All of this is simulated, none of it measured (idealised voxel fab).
Process module, titled voxel self aligned contacts
Xsec cut, 210 nm wide, square cell size 5 nm.
How to read a cross-section here: the picture is a grid of square cells, written as bands going from the top down, and any band can span one or more rows of cells. This entry defines a band. It first specifies the height of the band's top and the height of its bottom in nm, and then specifies the band's materials from left to right, stating each material with its width in nm. The word "everywhere" identifies a single material that fills the band from edge to edge, while the word "empty" identifies empty space. A quick word on heights: they are counted from 0, and under that level the wafer as it came to us is one material throughout. The lowest band is different from the rest in having no bottom; it simply continues downward, written as in "0 nm and below". Width spec "30 to 40" -> top row of cells at first value, bottom row at second value, equal per-row change in between. The designation "same as before", where it is given for a processing step, indicates that no cell of the cross-section was altered in the course of that step. "Closed cavity list" - sealed voids, min. 8 cells, no opening to top; format: width x height at distance (distance from left edge; nm throughout). Formally, on a step line, whatever follows the settings is a remark that the simulator itself makes on the step. Each step line may optionally specify "overlay nm", which for a step with a mask gives the rightward distance between the mask's planned place and where it lay, a negative value indicating the leftward direction.
LISTED BELOW ARE THE PROCESS STEPS AS PLANNED
| 1 | RECEIVE, material Si |
| 2 | OXIDIZE, depth nm 5 |
| 3 | DIRECTIONAL_DEP, material polySi, thk nm 20 |
| 4 | DIRECTIONAL_DEP, material SiN, thk nm 15 |
| 5 | MASKED_ETCH, tone cover, mask id GATE, width nm 35, pitch nm 65, etch materials SiN, depth nm 15, overlay nm 0 |
| 6 | MASKED_ETCH, tone cover, mask id GATE, width nm 35, pitch nm 65, etch materials polySi, depth nm 20, overlay nm 0 |
| 7 | CONFORMAL_DEP, material SiN, thk nm 5 |
| 8 | DIRECTIONAL_ETCH, etch materials SiN, depth nm 5 |
| 9 | FILL_DEP, material SiO2, thk nm 10 |
| 10 | CMP, height nm 40 |
| 11 | MASKED_ETCH, tone open, mask id CONTACT, width nm 40, etch materials SiO2, depth nm 45, overlay nm 0 |
| 12 | CONFORMAL_DEP, material TiN, thk nm 5 |
| 13 | FILL_DEP, material W, thk nm 10 |
| 14 | CMP, height nm 40 |
| 15 | CONFORMAL_DEP, material SiN, thk nm 5 |
Don't read the plan's width nm for step 11 as applying to every wafer: that's the first wafer's value, and the wafers differ in it, though they all start identical.
FIRST WAFER AS RECEIVED, AFTER STEP 1
    0 nm and below  Si everywhere
    Closed cavity list: none
POST STEP 15, THE CLOSING STEP OF THE MODULE: FIRST OF SEVERAL WAFERS, CROSS-SECTIONED
    45 nm to 40 nm  SiN everywhere
    40 nm to 35 nm  85 SiO2 / 15 TiN / 10 W / 15 TiN / 85 SiO2
    35 nm to 20 nm  50 SiO2 / 45 SiN / 5 TiN / 10 W / 5 TiN / 45 SiN / 50 SiO2
    20 nm to 0 nm  50 SiO2 / 5 SiN / 35 polySi / 5 SiN / 5 TiN / 10 W / 5 TiN / 5 SiN / 35 polySi / 5 SiN / 50 SiO2
    0 nm to -5 nm  95 SiO2 / 20 TiN / 95 SiO2
    -5 nm and below  Si everywhere
    Closed cavity list: none
LAST WAFER X-SEC, END OF MODULE
    45 nm to 40 nm  SiN everywhere
    40 nm to 35 nm  75 SiO2 / 25 TiN / 10 W / 30 TiN / 70 SiO2
    35 nm to 20 nm  50 SiO2 / 45 SiN / 5 TiN / 10 W / 5 TiN / 45 SiN / 50 SiO2
    20 nm to 0 nm  50 SiO2 / 5 SiN / 35 polySi / 5 SiN / 5 TiN / 10 W / 5 TiN / 5 SiN / 35 polySi / 5 SiN / 50 SiO2
    0 nm to -5 nm  95 SiO2 / 20 TiN / 95 SiO2
    -5 nm and below  Si everywhere
    Closed cavity list: none
EACH ROW BELOW IS A WAFER AT THE END OF THE MODULE, LISTING FOR EVERY MATERIAL THE NUMBER OF CELLS IT HAS GAINED (+) OR LOST (-) SINCE IT WAS RECEIVED, FOLLOWED BY ITS CLOSED VOIDS
width nm 40, -42 Si, +112 SiN, +212 SiO2, +24 TiN, +16 W, +56 polySi, Closed cavity list: none
width nm 45, -42 Si, +112 SiN, +211 SiO2, +25 TiN, +16 W, +56 polySi, Closed cavity list: none
width nm 50, -42 Si, +112 SiN, +210 SiO2, +26 TiN, +16 W, +56 polySi, Closed cavity list: none
width nm 55, -42 Si, +112 SiN, +209 SiO2, +27 TiN, +16 W, +56 polySi, Closed cavity list: none
width nm 60, -42 Si, +112 SiN, +208 SiO2, +28 TiN, +16 W, +56 polySi, Closed cavity list: none
width nm 65, -42 Si, +112 SiN, +207 SiO2, +29 TiN, +16 W, +56 polySi, Closed cavity list: none
